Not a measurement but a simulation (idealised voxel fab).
The document below concerns the process module designated voxel capacitor over wiring.
Xsec cut, 145 nm wide, square cell size 5 nm.
Reading order for cross-sections: top band down to bottom band. Underlying form: a grid of square cells. Band size: one or more rows of cells.
Basically the band line says how high the top is and how high the bottom is, in nm, and then what's in it from left to right, every material with its width in nm. Empty space shows up as "air", and if a single material carries "all across" it runs the full band edge to edge.
For the purposes of this specification, 0 denotes the height below which the wafer in its as-received condition is composed wholly of one material, and the lowermost band, lacking a lower limit, extends downward without end, as expressed in "top 0, no bottom".
When a width is written as two numbers, as in "30..40", the first number is the width in the top row of cells of the band and the second is the width in its bottom row, and the width changes by the same amount from each row to the next.
When a step is marked "no alterations made", none of the cells in the cross-section changed during that step.
Listed in "Cavities, closed": every empty space of 8 or more cells without an open way to the top. Form: width x height at distance, the distance being from the left edge, all in nm.
Step line, after settings: the simulator's comment on this step.
A step's line can hold "overlay nm"; with a mask on that step, the setting says how far right of the planned place the mask lay, while a negative setting says it lay to the left.
[List of planned process steps]
1,op RECEIVE | material Si
2,op CONFORMAL_DEP | material SiO2 | thk nm 15
3,op DIRECTIONAL_DEP | material TiN | thk nm 5
4,op DIRECTIONAL_DEP | material Ru | thk nm 15
5,op PATTERN | tone cover | mask id METAL_1 | material resist | width nm 25 | pitch nm 75 | thk nm 20 | overlay nm 0
6,op DIRECTIONAL_ETCH | etch materials Ru | depth nm 15
7,op DIRECTIONAL_ETCH | etch materials TiN | depth nm 5
8,op STRIP | etch materials resist
9,op FILL_DEP | material SiO2 | thk nm 10
10,op CMP | height nm 35
11,op CONFORMAL_DEP | material SiCN | thk nm 5
12,op DIRECTIONAL_DEP | material SiO2 | thk nm 10
13,op DIRECTIONAL_DEP | material aC | thk nm 15
14,op PATTERN | tone open | mask id PLUG_1 | material resist | width nm 15 | thk nm 30 | overlay nm 0
15,op DIRECTIONAL_ETCH | etch materials aC | depth nm 15
16,op STRIP | etch materials resist
17,op DIRECTIONAL_ETCH | etch materials SiO2 | depth nm 10
18,op DIRECTIONAL_ETCH | etch materials SiCN | depth nm 5
19,op STRIP | etch materials aC
20,op CONFORMAL_DEP | material TiN | thk nm 5
21,op FILL_DEP | material W | thk nm 5
22,op CMP | height nm 50
23,op DIRECTIONAL_DEP | material TiN | thk nm 5
24,op DIRECTIONAL_DEP | material Al2O3 | thk nm 5
25,op DIRECTIONAL_DEP | material TiN | thk nm 10
26,op DIRECTIONAL_DEP | material aC | thk nm 10
27,op PATTERN | tone cover | mask id UPPER_PLATE | material resist | width nm 55 | thk nm 25 | overlay nm 0
28,op DIRECTIONAL_ETCH | etch materials aC | depth nm 10
29,op STRIP | etch materials resist
30,op DIRECTIONAL_ETCH | etch materials TiN | depth nm 10
31,op DIRECTIONAL_ETCH | etch materials Al2O3 | depth nm 5
32,op STRIP | etch materials aC
33,op PATTERN | tone cover | mask id LOWER_PLATE | material resist | width nm 65 | thk nm 15 | overlay nm 0
34,op DIRECTIONAL_ETCH | etch materials TiN | depth nm 5
35,op STRIP | etch materials resist
36,op FILL_DEP | material SiO2 | thk nm 20
37,op CMP | height nm 85
38,op PATTERN | tone open | mask id PLUG_2 | material resist | width nm 15 | thk nm 20 | overlay nm 0
39,op DIRECTIONAL_ETCH | etch materials SiO2 | depth nm 15
40,op STRIP | etch materials resist
41,op CONFORMAL_DEP | material TiN | thk nm 5
42,op FILL_DEP | material Ru | thk nm 5
43,op CMP | height nm 85
44,op CONFORMAL_DEP | material SiN | thk nm 5
Where the wafers of this document differ is in the thk nm of step 11; they start out the same, and the plan states the value that applied to the first wafer.
[Cross-section of the first of several wafers as received (after step 1)]
  top 0, no bottom | Si all across
  Cavities, closed: none
[Cross-section after step 44, the final step of the module, for the first of several wafers]
  top 90, bottom 85 | SiN all across
  top 85, bottom 75 | 40 of SiO2; 5 of TiN; 5 of Ru; 5 of TiN; 90 of SiO2
  top 75, bottom 70 | 40 of SiO2; 15 of TiN; 90 of SiO2
  top 70, bottom 60 | 30 of SiO2; 55 of TiN; 60 of SiO2
  top 60, bottom 55 | 30 of SiO2; 55 of Al2O3; 60 of SiO2
  top 55, bottom 50 | 25 of SiO2; 65 of TiN; 55 of SiO2
  top 50, bottom 40 | 30 of SiO2; 5 of TiN; 5 of W; 5 of TiN; 100 of SiO2
  top 40, bottom 35 | 30 of SiCN; 15 of TiN; 100 of SiCN
  top 35, bottom 20 | 20 of SiO2; 25 of Ru; 50 of SiO2; 25 of Ru; 25 of SiO2
  top 20, bottom 15 | 20 of SiO2; 25 of TiN; 50 of SiO2; 25 of TiN; 25 of SiO2
  top 15, bottom 0 | SiO2 all across
  top 0, no bottom | Si all across
  Cavities, closed: none
[At the end of the module, the last of several wafers in cross-section]
  top 90, bottom 85 | SiN all across
  top 85, bottom 75 | 40 of SiO2; 5 of TiN; 5 of Ru; 5 of TiN; 90 of SiO2
  top 75, bottom 70 | 40 of SiO2; 15 of TiN; 90 of SiO2
  top 70, bottom 60 | 30 of SiO2; 55 of TiN; 60 of SiO2
  top 60, bottom 55 | 30 of SiO2; 55 of Al2O3; 60 of SiO2
  top 55, bottom 50 | 25 of SiO2; 65 of TiN; 55 of SiO2
  top 50, bottom 35 | SiCN all across
  top 35, bottom 20 | 20 of SiO2; 25 of Ru; 50 of SiO2; 25 of Ru; 25 of SiO2
  top 20, bottom 15 | 20 of SiO2; 25 of TiN; 50 of SiO2; 25 of TiN; 25 of SiO2
  top 15, bottom 0 | SiO2 all across
  top 0, no bottom | Si all across
  Cavities, closed: none
[Per wafer (row), end of module: delta in cells per material since receipt, (+) for gained, (-) for lost; closed voids after that]
thk nm 5, +11 Al2O3, +32 Ru, +26 SiCN, +29 SiN, +363 SiO2, +59 TiN, +2 W, Cavities, closed: none
thk nm 10, +11 Al2O3, +32 Ru, +55 SiCN, +29 SiN, +337 SiO2, +57 TiN, +1 W, Cavities, closed: none
thk nm 15, +11 Al2O3, +32 Ru, +84 SiCN, +29 SiN, +311 SiO2, +55 TiN, Cavities, closed: none
thk nm 20, +11 Al2O3, +32 Ru, +87 SiCN, +29 SiN, +311 SiO2, +52 TiN, Cavities, closed: none
